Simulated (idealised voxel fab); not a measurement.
process module | voxel capacitor over wiring
cross-section cut | 175 nm wide | cells 5 nm
A cross-section is a grid of square cells, given in bands from the top down. A band is one or more rows of cells.
Each band's line starts with the height of the band's top and of its bottom, in nm. Then come its materials from left to right, each with its width in nm. One material with "throughout" fills the band from edge to edge. "air" is empty space.
Height 0 is the level under which the wafer as received is all one material. The lowest band goes on downwards, as in "0 down".
A width such as "30 to 40" changes by the same amount from each row of cells to the next, from the band's top row to its bottom row.
"no change" after a step means that no cell of the cross-section changed.
closed voids: empty space of 8 cells or more with no open way to the top, each as width x height at its distance from the left edge, in nm
after a step's settings: what the simulator itself notes on the step
overlay nm, on a step with a mask: how far to the right of its planned place the mask lay; to the left if negative
plan
1 op RECEIVE | material Si
2 op CONFORMAL_DEP | material SiO2 | thk nm 10
3 op DIRECTIONAL_DEP | material TiN | thk nm 5
4 op DIRECTIONAL_DEP | material W | thk nm 20
5 op DIRECTIONAL_DEP | material aC | thk nm 10
6 op PATTERN | tone cover | mask id METAL_1 | material resist | width nm 30 | pitch nm 80 | thk nm 25 | overlay nm 0
7 op DIRECTIONAL_ETCH | etch materials aC | depth nm 10
8 op STRIP | etch materials resist
9 op DIRECTIONAL_ETCH | etch materials W | depth nm 20
10 op DIRECTIONAL_ETCH | etch materials TiN | depth nm 5
11 op STRIP | etch materials aC
12 op CONFORMAL_DEP | material SiCN | thk nm 5
13 op FILL_DEP | material lowk | thk nm 10
14 op CMP | height nm 35
15 op CONFORMAL_DEP | material SiCN | thk nm 5
16 op DIRECTIONAL_DEP | material lowk | thk nm 10
17 op PATTERN | tone open | mask id PLUG_1 | material resist | width nm 15 | thk nm 15 | overlay nm 0
18 op DIRECTIONAL_ETCH | etch materials lowk | depth nm 10
19 op DIRECTIONAL_ETCH | etch materials SiCN | depth nm 5
20 op STRIP | etch materials resist
21 op EPI | material Ru | thk nm 10
22 op EPI | material Ru | thk nm 5
23 op DIRECTIONAL_DEP | material TiN | thk nm 10
24 op DIRECTIONAL_DEP | material SiN | thk nm 5
25 op DIRECTIONAL_DEP | material TiN | thk nm 10
26 op PATTERN | tone cover | mask id UPPER_PLATE | material resist | width nm 55 | thk nm 15 | overlay nm 0
27 op DIRECTIONAL_ETCH | etch materials TiN | depth nm 10
28 op DIRECTIONAL_ETCH | etch materials SiN | depth nm 5
29 op STRIP | etch materials resist
30 op MASKED_ETCH | tone cover | mask id LOWER_PLATE | width nm 65 | etch materials TiN | depth nm 10 | overlay nm 0
31 op FILL_DEP | material SiO2 | thk nm 20
32 op CMP | height nm 90
33 op PATTERN | tone open | mask id PLUG_2 | material resist | width nm 15 | thk nm 15 | overlay nm 0
34 op DIRECTIONAL_ETCH | etch materials SiO2 | depth nm 15
35 op STRIP | etch materials resist
36 op CONFORMAL_DEP | material TiN | thk nm 5
37 op FILL_DEP | material Ru | thk nm 10
38 op CMP | height nm 90
39 op CONFORMAL_DEP | material SiCN | thk nm 5
as received, after step 1
  0 down: Si throughout
  closed voids: none
a wafer at the end: this start, this plan, one mistake
  95 to 90: SiCN throughout
  90 to 85: SiO2 55 | TiN 5 | Ru 5 | TiN 5 | SiO2 105
  85 to 75: SiO2 55 | TiN 15 to 45 | SiO2 105 to 75
  75 to 70: SiO2 60 | TiN 40 | SiO2 75
  70 to 65: SiO2 60 | SiN 40 | SiO2 75
  65 to 55: SiO2 40 | TiN 65 | SiO2 70
  55 to 50: lowk 45 | SiN 15 | lowk 115
  50 to 45: lowk 45 | TiN 15 | lowk 115
  45 to 40: SiCN 45 | TiN 15 | SiCN 115
  40 to 35: lowk 25 | SiCN 40 | lowk 40 | SiCN 40 | lowk 30
  35 to 15: lowk 25 | SiCN 5 | W 30 | SiCN 5 | lowk 40 | SiCN 5 | W 30 | SiCN 5 | lowk 30
  15 to 10: SiCN 30 | TiN 30 | SiCN 50 | TiN 30 | SiCN 35
  10 to 0: SiO2 throughout
  0 down: Si throughout
  closed voids: none
what went wrong: step 14 ran as: op CMP | height nm 40
